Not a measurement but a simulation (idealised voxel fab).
Proc. module: voxel released beams
In the cross-section labelled cut, the width is 140 nm and each square cell is 5 nm.
How to read a cross-section here: the picture is a grid of square cells, written as bands going from the top down, and any band can span one or more rows of cells.
Within each band entry, the heights of the top and of the bottom of the band appear first, in that order and in nm; the materials of the band then follow from left to right, each with its corresponding width in nm. The designation "all across" on a single material indicates that it fills the band from edge to edge; the designation "air" indicates empty space.
Beneath 0, the wafer as received is one material, and that level is where height counting begins. The lowest band goes on downward without a bottom; it is written like "0 down".
Width: "30 to 40" (first number = top row, second number = bottom row, same change from row to row of cells).
A step reported as "nothing altered" is a step in which no cell of the cross-section changed.
The label "Closed internal voids" introduces a list of the empty spaces, 8 cells or larger, that have no open way up to the top; each entry in it reads width x height at distance, where the distance is taken from the left edge and all three are stated in nm.
Formally, on a step line, whatever follows the settings is a remark that the simulator itself makes on the step.
Among the settings permitted on a step's line is "overlay nm"; applied to a step with a mask, it specifies the extent to which the mask lay to the right of its planned position, whereas a negative figure signifies a position to the left.
Set out below are the planned steps of the process
1,RECEIVE with material Si
2,CONFORMAL_DEP with material Al2O3, thk nm 10
3,DIRECTIONAL_DEP with material SiO2, thk nm 20
4,DIRECTIONAL_DEP with material aC, thk nm 10
5,PATTERN with tone open, mask id ANCHOR, material resist, width nm 35, thk nm 25, overlay nm 0
6,DIRECTIONAL_ETCH with etch materials aC, depth nm 10
7,STRIP with etch materials resist
8,DIRECTIONAL_ETCH with etch materials SiO2, depth nm 20
9,STRIP with etch materials aC
10,CONFORMAL_DEP with material W, thk nm 15
11,MASKED_ETCH with tone cover, mask id BEAM, width nm 105, etch materials W, depth nm 15, overlay nm 0
12,STRIP with etch materials SiO2
First of two wafers: run as planned
Wafer at receipt (post step 1), cross-section
> 0 down | Si all across
> Closed internal voids: none
State of the wafer after step 2, shown in cross-section
> 10 to 0 | Al2O3 all across
> Rest of section, below 0: as before.
State of the wafer after step 3, shown in cross-section
> 30 to 10 | SiO2 all across
> Rest of section, below 10: as before.
State of the wafer after step 4, shown in cross-section
> 40 to 30 | aC all across
> Rest of section, below 30: as before.
State of the wafer after step 5, shown in cross-section
> 65 to 40 | 20 of resist; 35 of air; 85 of resist
> Rest of section, below 40: as before.
State of the wafer after step 6, shown in cross-section
> 55 to 40 | 20 of resist; 35 of air; 85 of resist
> 40 to 30 | 20 of aC; 35 of air; 85 of aC
> Rest of section, below 30: as before.
State of the wafer after step 7, shown in cross-section
> 40 to 30 | 20 of aC; 35 of air; 85 of aC
> Rest of section, below 30: as before.
State of the wafer after step 8, shown in cross-section
> 40 to 30 | 20 of aC; 35 of air; 85 of aC
> 30 to 10 | 20 of SiO2; 35 of air; 85 of SiO2
> Rest of section, below 10: as before.
State of the wafer after step 9, shown in cross-section
> 30 to 10 | 20 of SiO2; 35 of air; 85 of SiO2
> Rest of section, below 10: as before.
State of the wafer after step 10, shown in cross-section
> 45 to 30 | 35 of W; 5 of air; 100 of W
> 30 to 25 | 20 of SiO2; 15 of W; 5 of air; 15 of W; 85 of SiO2
> 25 to 10 | 20 of SiO2; 35 of W; 85 of SiO2
> Rest of section, below 10: as before.
State of the wafer after step 11, shown in cross-section
> 45 to 30 | 15 of air; 20 of W; 5 of air; 80 of W; 20 of air
> Rest of section, below 30: as before.
State of the wafer after step 12, shown in cross-section
> 45 to 30 | 15 of air; 20 of W; 5 of air; 80 of W; 20 of air
> 30 to 25 | 20 of air; 15 of W; 5 of air; 15 of W; 85 of air
> 25 to 10 | 20 of air; 35 of W; 85 of air
> Rest of section, below 10: as before.
Companion wafer, the second of two: same beginning, same intended sequence, one mistake in carrying it out; through step 2 inclusive it tracks the first exactly
Cross-section of the second wafer corresponding to the planned conclusion of step 3
> 30 to 10 | W all across
> Rest of section, below 10: as before.
Cross-section of the second wafer corresponding to the planned conclusion of step 4
> 40 to 30 | aC all across
> Rest of section, below 30: as before.
Cross-section of the second wafer corresponding to the planned conclusion of step 5
> 65 to 40 | 20 of resist; 35 of air; 85 of resist
> Rest of section, below 40: as before.
Cross-section of the second wafer corresponding to the planned conclusion of step 6
> 55 to 40 | 20 of resist; 35 of air; 85 of resist
> 40 to 30 | 20 of aC; 35 of air; 85 of aC
> Rest of section, below 30: as before.
Cross-section of the second wafer corresponding to the planned conclusion of step 7
> 40 to 30 | 20 of aC; 35 of air; 85 of aC
> Rest of section, below 30: as before.
Cross-section of the second wafer corresponding to the planned conclusion of step 8: nothing altered
Cross-section of the second wafer corresponding to the planned conclusion of step 9
> 30 to 10 | W all across
> Rest of section, below 10: as before.
Cross-section of the second wafer corresponding to the planned conclusion of step 10
> 45 to 10 | W all across
> Rest of section, below 10: as before.
Cross-section of the second wafer corresponding to the planned conclusion of step 11
> 45 to 30 | 15 of air; 105 of W; 20 of air
> Rest of section, below 30: as before.
Cross-section of the second wafer corresponding to the planned conclusion of step 12: nothing altered
Plan not followed: heads up, step 3 didn't go per plan, it actually ran as DIRECTIONAL_DEP with material W, thk nm 20
End check, counted in cells, second wafer has more or fewer of these materials than the first: +88 W
